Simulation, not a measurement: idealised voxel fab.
The process module presented herein is designated voxel spacer lines.
The cross-section shown here is cut; it is 295 nm wide and divided into square cells measuring 5 nm on a side.
Just so we're on the same page, the cross-sections are grids of square cells, and they're listed out in bands top to bottom, each band one or more rows deep. This entry defines a band. It first specifies the height of the band's top and the height of its bottom in nm, and then specifies the band's materials from left to right, stating each material with its width in nm. The word "full width" identifies a single material that fills the band from edge to edge, while the word "blank" identifies empty space. Zero point of the height axis is 0; under it, received wafer = one material. Lowest band: continues down indefinitely, "0 down". A width such as "30 to 40" changes by the same amount from each row of cells to the next, from the band's top row to its bottom row. Step marked "everything unchanged"? Then no cell in the cross-section changed in it. Under "Sealed void listing" you'll find the enclosed gaps, the ones with no way out to the top, that are 8 cells or bigger; each reads width x height at distance, with distance counted from the left edge, everything in nm. On each step's line, the part that comes after the settings is the simulator's own comment on the step. overlay nm: where the mask lay relative to plan, measured to the right, on steps with a mask; negatives go left. Everything after this point is organized in pairs: a cross-section before one process step, a cross-section after it that shows only as deep as the lowest changed band, and, under the pair, the intervening step with its settings. Because different runs of this module on the same starting wafer can supply different pairs, a pair continues from the pair above it only if its entry headed "State before step" says so.
[State before step]
    40 to 15 = blank: 75 | aC: 20 | blank: 40 | aC: 20 | blank: 40 | aC: 20 | blank: 80
    15 to 0 = polySi full width
    0 down = Si full width
    Sealed void listing: none
[Structure After Step]
    50 to 40 = blank: 65 | SiO2: 40 | blank: 20 | SiO2: 40 | blank: 20 | SiO2: 40 | blank: 70
    40 to 25 = blank: 65 | SiO2: 10 | aC: 20 | SiO2: 10 | blank: 20 | SiO2: 10 | aC: 20 | SiO2: 10 | blank: 20 | SiO2: 10 | aC: 20 | SiO2: 10 | blank: 70
    25 to 15 = SiO2: 75 | aC: 20 | SiO2: 40 | aC: 20 | SiO2: 40 | aC: 20 | SiO2: 80
    Beneath the level 15, the cross-section is identical to its previous state.
    Sealed void listing: none
Step lying between the two cross-sections just above: CONFORMAL_DEP with material SiO2, thk nm 10
State before step: no separate figure, the pair right above already shows it after its step.
[Structure After Step]
    40 to 15 = blank: 65 | SiO2: 10 | aC: 20 | SiO2: 10 | blank: 20 | SiO2: 10 | aC: 20 | SiO2: 10 | blank: 20 | SiO2: 10 | aC: 20 | SiO2: 10 | blank: 70
    Beneath the level 15, the cross-section is identical to its previous state.
    Sealed void listing: none
Step lying between the two cross-sections just above: DIRECTIONAL_ETCH with etch materials SiO2, depth nm 10
State before step: no separate figure, the pair right above already shows it after its step.
[Structure After Step]
    40 to 15 = blank: 65 | SiO2: 10 | blank: 20 | SiO2: 10 | blank: 20 | SiO2: 10 | blank: 20 | SiO2: 10 | blank: 20 | SiO2: 10 | blank: 20 | SiO2: 10 | blank: 70
    Beneath the level 15, the cross-section is identical to its previous state.
    Sealed void listing: none
Step lying between the two cross-sections just above: STRIP with etch materials aC
State before step: no separate figure, the pair right above already shows it after its step.
[Structure After Step]
    40 to 15 = blank: 65 | SiO2: 10 | blank: 20 | SiO2: 10 | blank: 20 | SiO2: 10 | blank: 20 | SiO2: 10 | blank: 20 | SiO2: 10 | blank: 20 | SiO2: 10 | blank: 70
    15 to 5 = blank: 65 | polySi: 10 | blank: 20 | polySi: 10 | blank: 20 | polySi: 10 | blank: 20 | polySi: 10 | blank: 20 | polySi: 10 | blank: 20 | polySi: 10 | blank: 70
    Beneath the level 5, the cross-section is identical to its previous state.
    Sealed void listing: none
Step lying between the two cross-sections just above: DIRECTIONAL_ETCH with etch materials polySi, depth nm 10
State before step: no separate figure, the pair right above already shows it after its step.
[Structure After Step]
    15 to 5 = blank: 65 | polySi: 10 | blank: 20 | polySi: 10 | blank: 20 | polySi: 10 | blank: 20 | polySi: 10 | blank: 20 | polySi: 10 | blank: 20 | polySi: 10 | blank: 70
    Beneath the level 5, the cross-section is identical to its previous state.
    Sealed void listing: none
Step lying between the two cross-sections just above: STRIP with etch materials SiO2
State before step: no separate figure, the pair right above already shows it after its step.
[Structure After Step]
    20 to 15 = lowk full width
    15 to 5 = lowk: 65 | polySi: 10 | lowk: 20 | polySi: 10 | lowk: 20 | polySi: 10 | lowk: 20 | polySi: 10 | lowk: 20 | polySi: 10 | lowk: 20 | polySi: 10 | lowk: 70
    Beneath the level 5, the cross-section is identical to its previous state.
    Sealed void listing: none
Step lying between the two cross-sections just above: FILL_DEP with material lowk, thk nm 5
State before step: no separate figure, the pair right above already shows it after its step.
[Structure After Step]
    15 to 5 = lowk: 65 | polySi: 10 | lowk: 20 | polySi: 10 | lowk: 20 | polySi: 10 | lowk: 20 | polySi: 10 | lowk: 20 | polySi: 10 | lowk: 20 | polySi: 10 | lowk: 70
    Beneath the level 5, the cross-section is identical to its previous state.
    Sealed void listing: none
Step lying between the two cross-sections just above: CMP with height nm 15
